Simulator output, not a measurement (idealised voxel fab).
process module | voxel released beams
It is cross-section cut that appears here, measuring 200 nm in width, its square cells being 5 nm in size.
For the purposes of this document, a cross-section shall be understood as a grid of square cells, specified as bands listed in top-to-bottom order, each band consisting of one or more rows of cells.
Look at the band entry: it leads with the top's height and the bottom's height in nm. Then it lists the materials left to right, with a width in nm for each. The word "full width" on a single material says that material fills the band edge to edge. The word "air" is empty space.
Height is counted from the level 0, under which the received wafer is composed throughout of one material. The lowest of the bands is not closed at the bottom but continues downward, in the notation "0 down".
Per-row width for "30->40": begins at first number (top row of band), ends at second number (bottom row), increment between rows held constant.
Reading "remains unaltered" for a step: not a cell of the cross-section changed in it.
The label "Listed closed voids" introduces a list of the empty spaces, 8 cells or larger, that have no open way up to the top; each entry in it reads width x height at distance, where the distance is taken from the left edge and all three are stated in nm.
Read whatever lies past the settings on a step's line as the simulator's own remark about the step.
overlay nm: for a step with a mask, the amount by which the mask lay right of where it was planned; a negative amount means left of it.
### Set out below are the planned steps of the process
step 1: RECEIVE, material Si
step 2: CONFORMAL_DEP, material SiN, thk nm 5
step 3: DIRECTIONAL_DEP, material SiO2, thk nm 20
step 4: PATTERN, tone open, mask id ANCHOR, material resist, width nm 35, thk nm 20, overlay nm 0
step 5: DIRECTIONAL_ETCH, etch materials SiO2, depth nm 20
step 6: STRIP, etch materials resist
step 7: CONFORMAL_DEP, material TiN, thk nm 15
step 8: MASKED_ETCH, tone cover, mask id BEAM, width nm 120, etch materials TiN, depth nm 15, overlay nm 0
step 9: STRIP, etch materials SiO2
### First wafer out of two, processed as planned
### As received (post step 1): cross-section
- 0 down | Si full width
- Listed closed voids: none
### You're looking at a cross-section of the wafer after step 2
- 5 to 0 | SiN full width
- Heights below 0 show no change.
### You're looking at a cross-section of the wafer after step 3
- 25 to 5 | SiO2 full width
- Heights below 5 show no change.
### You're looking at a cross-section of the wafer after step 4
- 45 to 25 | 40 resist / 35 air / 125 resist
- Heights below 25 show no change.
### You're looking at a cross-section of the wafer after step 5
- 45 to 25 | 40 resist / 35 air / 125 resist
- 25 to 5 | 40 SiO2 / 35 air / 125 SiO2
- Heights below 5 show no change.
### You're looking at a cross-section of the wafer after step 6
- 25 to 5 | 40 SiO2 / 35 air / 125 SiO2
- Heights below 5 show no change.
### You're looking at a cross-section of the wafer after step 7
- 40 to 25 | 55 TiN / 5 air / 140 TiN
- 25 to 20 | 40 SiO2 / 15 TiN / 5 air / 15 TiN / 125 SiO2
- 20 to 5 | 40 SiO2 / 35 TiN / 125 SiO2
- Heights below 5 show no change.
### You're looking at a cross-section of the wafer after step 8
- 40 to 25 | 35 air / 20 TiN / 5 air / 95 TiN / 45 air
- Heights below 25 show no change.
### You're looking at a cross-section of the wafer after step 9
- 40 to 25 | 35 air / 20 TiN / 5 air / 95 TiN / 45 air
- 25 to 20 | 40 air / 15 TiN / 5 air / 15 TiN / 125 air
- 20 to 5 | 40 air / 35 TiN / 125 air
- Heights below 5 show no change.
### Here the second wafer is described. Its start and its plan were those of the first wafer. Its run contained one mistake. Up to and including step 7, it did exactly what the first wafer did
### At the planned end of step 8, the second wafer in cross-section
- 40 to 25 | 35 air / 20 TiN / 5 air / 100 TiN / 40 air
- Heights below 25 show no change.
### At the planned end of step 9, the second wafer in cross-section
- 40 to 25 | 35 air / 20 TiN / 5 air / 100 TiN / 40 air
- 25 to 20 | 40 air / 15 TiN / 5 air / 15 TiN / 125 air
- 20 to 5 | 40 air / 35 TiN / 125 air
- Heights below 5 show no change.
what went wrong: heads up, step 8 didn't go per plan, it actually ran as MASKED_ETCH, tone cover, mask id BEAM, width nm 125, etch materials TiN, depth nm 15, overlay nm 0
End of process, cell counts, second wafer against first, materials with more or fewer: TiN: 3 more
